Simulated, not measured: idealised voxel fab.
process module | voxel gate over fins
For reference, the cross-section in this document is cut, with width 255 nm and square cells of 5 nm.
Cross-section spec: square-cell grid; bands listed top down; each band is one or more rows.
A band entry consists of two parts. The first gives the height of the band's top and the height of its bottom, in nm. The rest lists the band's materials from left to right, each with its width in nm. A single material labelled with the word "edge to edge" fills the band from edge to edge, and the word "blank" marks empty space.
Heights are expressed relative to 0, this being the level below which the as-received wafer comprises one material exclusively. The lowest band is unbounded in the downward direction and is denoted as in "0 -> down".
Read "30 to 40" as a graded width: first number on top, second number at the bottom, same change between each pair of neighbouring rows.
"same as before" (step): cross-section cells unchanged, all of them.
Entry "Trapped cavities". Content: empty spaces with no open connection to the top, size 8 cells or greater. Each: width x height at distance. Distance: from left edge. Unit: nm.
Text after the settings on a step's line: the simulator's own remark on that step.
"overlay nm" answers the question of how far to the right of plan the mask lay on a step that has a mask, and when it is negative the answer is to the left.
**The following list gives the planned process steps**
1. RECEIVE, material Si
2. CONFORMAL_DEP, material SiN, thk nm 10
3. MASKED_ETCH, tone cover, mask id FINS, width nm 15, pitch nm 55, etch materials SiN, depth nm 10, overlay nm 0
4. MASKED_ETCH, tone cover, mask id FINS, width nm 15, pitch nm 55, etch materials Si, depth nm 40, overlay nm 0
5. OXIDIZE, depth nm 5
6. FILL_DEP, material SiO2, thk nm 10
7. CMP, height nm 10
8. DIRECTIONAL_DEP, material aC, thk nm 10
9. PATTERN, tone open, mask id RAIL, material resist, width nm 15, thk nm 30, overlay nm 0
10. DIRECTIONAL_ETCH, etch materials aC, depth nm 10
11. STRIP, etch materials resist
12. DIRECTIONAL_ETCH, etch materials SiO2, depth nm 45
13. STRIP, etch materials aC
14. CONFORMAL_DEP, material TiN, thk nm 5
15. FILL_DEP, material W, thk nm 10
16. CMP, height nm 10
17. SELECTIVE_ETCH, etch materials W Ru TiN, depth nm 35
18. FILL_DEP, material SiO2, thk nm 5
19. CMP, height nm 10
20. SELECTIVE_ETCH, etch materials SiO2, depth nm 25
21. STRIP, etch materials SiN
22. CONFORMAL_DEP, material HfO2, thk nm 5
23. CONFORMAL_DEP, material TiN, thk nm 5
24. FILL_DEP, material W, thk nm 15
25. CMP, height nm 20
26. CONFORMAL_DEP, material SiCN, thk nm 10
**As-received state of the wafer in cross-section, equivalent to post-step 1**
0 -> down  Si edge to edge
Trapped cavities: none
**Starting wafer: above. Plan: above. Run: one mistake. Cross-section after the module: below**
30 -> 20  SiCN edge to edge
20 -> 10  W edge to edge
10 -> 5  W: 30, TiN: 25, W: 30, TiN: 25, W: 30, TiN: 25, W: 30, TiN: 25, W: 35
5 -> 0  W: 30, TiN: 5, HfO2: 15, TiN: 5, W: 30, TiN: 5, HfO2: 15, TiN: 5, W: 30, TiN: 5, HfO2: 15, TiN: 5, W: 30, TiN: 5, HfO2: 15, TiN: 5, W: 35
0 -> -5  W: 30, TiN: 5, HfO2: 5, Si: 5, HfO2: 5, TiN: 5, W: 30, TiN: 5, HfO2: 5, Si: 5, HfO2: 5, TiN: 5, W: 30, TiN: 5, HfO2: 5, Si: 5, HfO2: 5, TiN: 5, W: 30, TiN: 5, HfO2: 5, Si: 5, HfO2: 5, TiN: 5, W: 35
-5 -> -10  TiN: 20, W: 10, TiN: 5, HfO2: 5, Si: 5, HfO2: 5, TiN: 5, W: 30, TiN: 5, HfO2: 5, Si: 5, HfO2: 5, TiN: 5, W: 30, TiN: 5, HfO2: 5, Si: 5, HfO2: 5, TiN: 5, W: 30, TiN: 5, HfO2: 5, Si: 5, HfO2: 5, TiN: 5, W: 10, TiN: 25
-10 -> -15  HfO2: 15, TiN: 5, W: 10, TiN: 5, HfO2: 5, Si: 5, HfO2: 5, TiN: 5, W: 30, TiN: 5, HfO2: 5, Si: 5, HfO2: 5, TiN: 5, W: 30, TiN: 5, HfO2: 5, Si: 5, HfO2: 5, TiN: 5, W: 30, TiN: 5, HfO2: 5, Si: 5, HfO2: 5, TiN: 5, W: 10, TiN: 5, HfO2: 20
-15 -> -20  SiO2: 10, HfO2: 5, TiN: 20, HfO2: 5, Si: 5, HfO2: 5, TiN: 40, HfO2: 5, Si: 5, HfO2: 5, TiN: 40, HfO2: 5, Si: 5, HfO2: 5, TiN: 40, HfO2: 5, Si: 5, HfO2: 5, TiN: 20, HfO2: 5, SiO2: 15
-20 -> -25  SiO2: 10, HfO2: 30, Si: 5, HfO2: 50, Si: 5, HfO2: 50, Si: 5, HfO2: 50, Si: 5, HfO2: 30, SiO2: 15
-25 -> -30  SiO2: 40, Si: 5, SiO2: 15, TiN: 5, W: 5, TiN: 5, SiO2: 20, Si: 5, SiO2: 50, Si: 5, SiO2: 50, Si: 5, SiO2: 45
-30 -> -35  SiO2: 40, Si: 5, SiO2: 15, TiN: 15, SiO2: 20, Si: 5, SiO2: 50, Si: 5, SiO2: 50, Si: 5, SiO2: 45
-35 -> -45  SiO2: 40, Si: 5, SiO2: 50, Si: 5, SiO2: 50, Si: 5, SiO2: 50, Si: 5, SiO2: 45
-45 -> down  Si edge to edge
Trapped cavities: none
Heads up, the wafer didn't run the way we planned it: sequence error: steps 20 and 21 interchanged
